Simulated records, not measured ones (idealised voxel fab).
Process module heading - voxel trench capacitor
Cross-section cut spans 260 nm and uses square cells 5 nm in size.
Cross-section, as written here: a square-cell grid given band by band from the top down, where a band holds one or more rows of cells.
The band entry comprises the height of the band's top followed by the height of its bottom, expressed in nm, and subsequently the band's materials from left to right, each stated together with its width in nm. Where a single material is marked with the word "edge to edge", that material fills the band from edge to edge. The word "empty" represents empty space.
Heights from 0 (as-received wafer is one material below). Bottom band endless downward, as "0 -> down".
It should be noted that a width expressed as "30->40" varies in equal increments from row to row of cells within the band, taking the value of the first number at the top row and that of the second number at the bottom row.
The cross-section has no changed cell in any step marked "no change".
Entry "Trapped cavities" = empty spaces >= 8 cells with no open way to the top; each as width x height at distance, distance from left edge, all nm.
Formally, on a step line, whatever follows the settings is a remark that the simulator itself makes on the step.
What "overlay nm" on a step's line means: if the step has a mask, that mask lay this far to the right of its planned place, or, when the value is negative, to the left.
These are the steps we planned for the process:
1) RECEIVE [material Si]
2) CONFORMAL_DEP [material SiN] [thk nm 5]
3) MASKED_ETCH [tone open] [mask id TRENCH] [width nm 25] [pitch nm 50] [etch materials SiN] [depth nm 5] [overlay nm 0]
4) MASKED_ETCH [tone open] [mask id TRENCH] [width nm 25] [pitch nm 50] [etch materials Si] [depth nm 30] [overlay nm 0]
5) CONFORMAL_DEP [material SiO2] [thk nm 5]
6) FILL_DEP [material polySi] [thk nm 10]
7) CMP [height nm 5]
Cross-section of the wafer at receipt, which is the condition after step 1:
0 -> down | Si edge to edge
Trapped cavities: none
Cross-section at module end, one run error; start and plan unchanged from above:
5 -> 0 | polySi: 90  SiO2: 5  polySi: 15  SiO2: 5  polySi: 25  SiO2: 5  polySi: 15  SiO2: 5  polySi: 95
0 -> -20 | Si: 90  SiO2: 5  polySi: 15  SiO2: 5  Si: 25  SiO2: 5  polySi: 15  SiO2: 5  Si: 95
-20 -> -25 | Si: 90  SiO2: 25  Si: 25  SiO2: 25  Si: 95
-25 -> down | Si edge to edge
Trapped cavities: none
Deviation from plan: in deviation from the planned setting, step 2 was conducted as CONFORMAL_DEP [material polySi] [thk nm 5]
